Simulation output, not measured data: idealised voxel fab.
process module | voxel air gaps
We display cut, a cross-section 265 nm in width whose square cells are each 5 nm.
Just so we're on the same page, the cross-sections are grids of square cells, and they're listed out in bands top to bottom, each band one or more rows deep. Band: top and bottom heights (nm) first, top before bottom; then materials from left to right, widths in nm. "edge to edge" marks a sole material filling the band edge to edge. "blank" denotes empty space. The reference from which all heights are counted is 0, the level beneath which the as-received wafer is entirely one material; the lowest band, having no lower bound, proceeds downward and is written after the example "top 0, no bottom". Quick explanation for "30..40": the width changes in equal steps down the rows of cells, from the first number in the band's top row to the second number in its bottom row. "nothing changed" means the step left every cell of the cross-section as it was. "Internal closed voids" enumerates empty spaces isolated from the top, with no open way to it, that contain at least 8 cells, giving each as width x height at distance from the left edge, all three in nm. If you see something after the settings on a step's line, that's the simulator's own remark about that step. The setting "overlay nm" may be written on the line of a step. When the step uses a mask, the value reports how far to the right of the planned place the mask lay, and a negative value reports that it lay to the left. Everything after this point is organized in pairs: a cross-section before one process step, a cross-section after it that shows only as deep as the lowest changed band, and, under the pair, the intervening step with its settings. Because different runs of this module on the same starting wafer can supply different pairs, a pair continues from the pair above it only if its entry headed "before" says so.
[before]
- top 110, bottom 75 | resist 85 / blank 15 / resist 25 / blank 15 / resist 25 / blank 15 / resist 85
- top 75, bottom 60 | aC edge to edge
- top 60, bottom 20 | SiO2 edge to edge
- top 20, bottom 0 | SiN edge to edge
- top 0, no bottom | Si edge to edge
- Internal closed voids: none
[Resulting Structure]
- top 95, bottom 75 | resist 85 / blank 15 / resist 25 / blank 15 / resist 25 / blank 15 / resist 85
- top 75, bottom 60 | aC 85 / blank 15 / aC 25 / blank 15 / aC 25 / blank 15 / aC 85
- Rest of section, below 60: as before.
- Internal closed voids: none
The before and after cross-sections above are linked by DIRECTIONAL_ETCH [etch materials aC] [depth nm 15]
before: the after view from the pair directly above serves as the before view here.
[Resulting Structure]
- top 75, bottom 60 | aC 85 / blank 15 / aC 25 / blank 15 / aC 25 / blank 15 / aC 85
- Rest of section, below 60: as before.
- Internal closed voids: none
The before and after cross-sections above are linked by STRIP [etch materials resist]
before: the after view from the pair directly above serves as the before view here.
[Resulting Structure]
- top 75, bottom 60 | aC 85 / blank 15 / aC 25 / blank 15 / aC 25 / blank 15 / aC 85
- top 60, bottom 20 | SiO2 85 / blank 15 / SiO2 25 / blank 15 / SiO2 25 / blank 15 / SiO2 85
- Rest of section, below 20: as before.
- Internal closed voids: none
The before and after cross-sections above are linked by DIRECTIONAL_ETCH [etch materials SiO2] [depth nm 40]
before: the after view from the pair directly above serves as the before view here.
[Resulting Structure]
- top 60, bottom 20 | SiO2 85 / blank 15 / SiO2 25 / blank 15 / SiO2 25 / blank 15 / SiO2 85
- Rest of section, below 20: as before.
- Internal closed voids: none
The before and after cross-sections above are linked by STRIP [etch materials aC]
before: the after view from the pair directly above serves as the before view here.
[Resulting Structure]
- top 65, bottom 60 | TiN 90 / blank 5 / TiN 35 / blank 5 / TiN 35 / blank 5 / TiN 90
- top 60, bottom 25 | SiO2 85 / TiN 5 / blank 5 / TiN 5 / SiO2 25 / TiN 5 / blank 5 / TiN 5 / SiO2 25 / TiN 5 / blank 5 / TiN 5 / SiO2 85
- top 25, bottom 20 | SiO2 85 / TiN 15 / SiO2 25 / TiN 15 / SiO2 25 / TiN 15 / SiO2 85
- Rest of section, below 20: as before.
- Internal closed voids: none
The before and after cross-sections above are linked by CONFORMAL_DEP [material TiN] [thk nm 5]
before: the after view from the pair directly above serves as the before view here.
[Resulting Structure]
- top 75, bottom 65 | W edge to edge
- top 65, bottom 60 | TiN 90 / W 5 / TiN 35 / W 5 / TiN 35 / W 5 / TiN 90
- top 60, bottom 25 | SiO2 85 / TiN 5 / W 5 / TiN 5 / SiO2 25 / TiN 5 / W 5 / TiN 5 / SiO2 25 / TiN 5 / W 5 / TiN 5 / SiO2 85
- Rest of section, below 25: as before.
- Internal closed voids: none
The before and after cross-sections above are linked by FILL_DEP [material W] [thk nm 10]
before: the after view from the pair directly above serves as the before view here.
[Resulting Structure]
- top 60, bottom 25 | SiO2 85 / TiN 5 / W 5 / TiN 5 / SiO2 25 / TiN 5 / W 5 / TiN 5 / SiO2 25 / TiN 5 / W 5 / TiN 5 / SiO2 85
- Rest of section, below 25: as before.
- Internal closed voids: none
The before and after cross-sections above are linked by CMP [height nm 60]
before: the after view from the pair directly above serves as the before view here.
[Resulting Structure]
- top 70, bottom 60 | blank 75 / Ru 35 / blank 5 / Ru 35 / blank 5 / Ru 35 / blank 75
- Rest of section, below 60: as before.
- Internal closed voids: none
The before and after cross-sections above are linked by EPI [material Ru] [thk nm 10]
before: the after view from the pair directly above serves as the before view here.
[Resulting Structure]
- top 70, bottom 60 | blank 75 / Ru 35 / blank 5 / Ru 35 / blank 5 / Ru 35 / blank 75
- top 60, bottom 25 | blank 85 / TiN 5 / W 5 / TiN 5 / blank 25 / TiN 5 / W 5 / TiN 5 / blank 25 / TiN 5 / W 5 / TiN 5 / blank 85
- top 25, bottom 20 | blank 85 / TiN 15 / blank 25 / TiN 15 / blank 25 / TiN 15 / blank 85
- Rest of section, below 20: as before.
- Internal closed voids: none
The before and after cross-sections above are linked by SELECTIVE_ETCH [etch materials SiO2] [depth nm 50]
before: the after view from the pair directly above serves as the before view here.
[Resulting Structure]
- top 75, bottom 70 | blank 70 / SiN 125 / blank 70
- top 70, bottom 60 | blank 70 / SiN 5 / Ru 35 / SiN 5 / Ru 35 / SiN 5 / Ru 35 / SiN 5 / blank 70
- top 60, bottom 55 | blank 70 / SiN 15 / TiN 5 / W 5 / TiN 5 / SiN 25 / TiN 5 / W 5 / TiN 5 / SiN 25 / TiN 5 / W 5 / TiN 5 / SiN 15 / blank 70
- top 55, bottom 25 | blank 80 / SiN 5 / TiN 5 / W 5 / TiN 5 / SiN 5 / blank 15 / SiN 5 / TiN 5 / W 5 / TiN 5 / SiN 5 / blank 15 / SiN 5 / TiN 5 / W 5 / TiN 5 / SiN 5 / blank 80
- top 25, bottom 20 | SiN 85 / TiN 15 / SiN 25 / TiN 15 / SiN 25 / TiN 15 / SiN 85
- Rest of section, below 20: as before.
- Internal closed voids: 15 x 30 at 105; 15 x 30 at 145
The before and after cross-sections above are linked by CONFORMAL_DEP [material SiN] [thk nm 5]
[before]
- top 75, bottom 60 | aC edge to edge
- top 60, bottom 20 | SiO2 edge to edge
- top 20, bottom 15 | SiN edge to edge
- top 15, bottom 0 | SiO2 edge to edge
- top 0, no bottom | Si edge to edge
- Internal closed voids: none
[Resulting Structure]
- top 110, bottom 75 | blank 85 / resist 15 / blank 25 / resist 15 / blank 25 / resist 15 / blank 85
- Rest of section, below 75: as before.
- Internal closed voids: none
The before and after cross-sections above are linked by PATTERN [tone cover] [mask id LINES] [material resist] [width nm 15] [pitch nm 40] [thk nm 35] [overlay nm 0]
before: the after view from the pair directly above serves as the before view here.
[Resulting Structure]
- top 95, bottom 75 | blank 85 / resist 15 / blank 25 / resist 15 / blank 25 / resist 15 / blank 85
- top 75, bottom 60 | blank 85 / aC 15 / blank 25 / aC 15 / blank 25 / aC 15 / blank 85
- Rest of section, below 60: as before.
- Internal closed voids: none
The before and after cross-sections above are linked by DIRECTIONAL_ETCH [etch materials aC] [depth nm 15]
before: the after view from the pair directly above serves as the before view here.
[Resulting Structure]
- top 75, bottom 60 | blank 85 / aC 15 / blank 25 / aC 15 / blank 25 / aC 15 / blank 85
- Rest of section, below 60: as before.
- Internal closed voids: none
The before and after cross-sections above are linked by STRIP [etch materials resist]
before: the after view from the pair directly above serves as the before view here.
[Resulting Structure]
- top 75, bottom 60 | blank 85 / aC 15 / blank 25 / aC 15 / blank 25 / aC 15 / blank 85
- top 60, bottom 20 | blank 85 / SiO2 15 / blank 25 / SiO2 15 / blank 25 / SiO2 15 / blank 85
- Rest of section, below 20: as before.
- Internal closed voids: none
The before and after cross-sections above are linked by DIRECTIONAL_ETCH [etch materials SiO2] [depth nm 40]
before: the after view from the pair directly above serves as the before view here.
[Resulting Structure]
- top 60, bottom 20 | blank 85 / SiO2 15 / blank 25 / SiO2 15 / blank 25 / SiO2 15 / blank 85
- Rest of section, below 20: as before.
- Internal closed voids: none
The before and after cross-sections above are linked by STRIP [etch materials aC]
before: the after view from the pair directly above serves as the before view here.
[Resulting Structure]
- top 65, bottom 60 | blank 80 / TiN 25 / blank 15 / TiN 25 / blank 15 / TiN 25 / blank 80
- top 60, bottom 25 | blank 80 / TiN 5 / SiO2 15 / TiN 5 / blank 15 / TiN 5 / SiO2 15 / TiN 5 / blank 15 / TiN 5 / SiO2 15 / TiN 5 / blank 80
- top 25, bottom 20 | TiN 85 / SiO2 15 / TiN 25 / SiO2 15 / TiN 25 / SiO2 15 / TiN 85
- Rest of section, below 20: as before.
- Internal closed voids: none
The before and after cross-sections above are linked by CONFORMAL_DEP [material TiN] [thk nm 5]
before: the after view from the pair directly above serves as the before view here.
[Resulting Structure]
- top 75, bottom 65 | W edge to edge
- top 65, bottom 60 | W 80 / TiN 25 / W 15 / TiN 25 / W 15 / TiN 25 / W 80
- top 60, bottom 25 | W 80 / TiN 5 / SiO2 15 / TiN 5 / W 15 / TiN 5 / SiO2 15 / TiN 5 / W 15 / TiN 5 / SiO2 15 / TiN 5 / W 80
- Rest of section, below 25: as before.
- Internal closed voids: none
The before and after cross-sections above are linked by FILL_DEP [material W] [thk nm 10]
before: the after view from the pair directly above serves as the before view here.
[Resulting Structure]
- top 60, bottom 25 | W 80 / TiN 5 / SiO2 15 / TiN 5 / W 15 / TiN 5 / SiO2 15 / TiN 5 / W 15 / TiN 5 / SiO2 15 / TiN 5 / W 80
- Rest of section, below 25: as before.
- Internal closed voids: none
The before and after cross-sections above are linked by CMP [height nm 60]
before: the after view from the pair directly above serves as the before view here.
[Resulting Structure]
- top 70, bottom 60 | Ru edge to edge
- Rest of section, below 60: as before.
- Internal closed voids: none
The before and after cross-sections above are linked by EPI [material Ru] [thk nm 10]
before: the after view from the pair directly above serves as the before view here.
[Resulting Structure]
- top 75, bottom 70 | SiN edge to edge
- Rest of section, below 70: as before.
- Internal closed voids: none
The before and after cross-sections above are linked by CONFORMAL_DEP [material SiN] [thk nm 5]
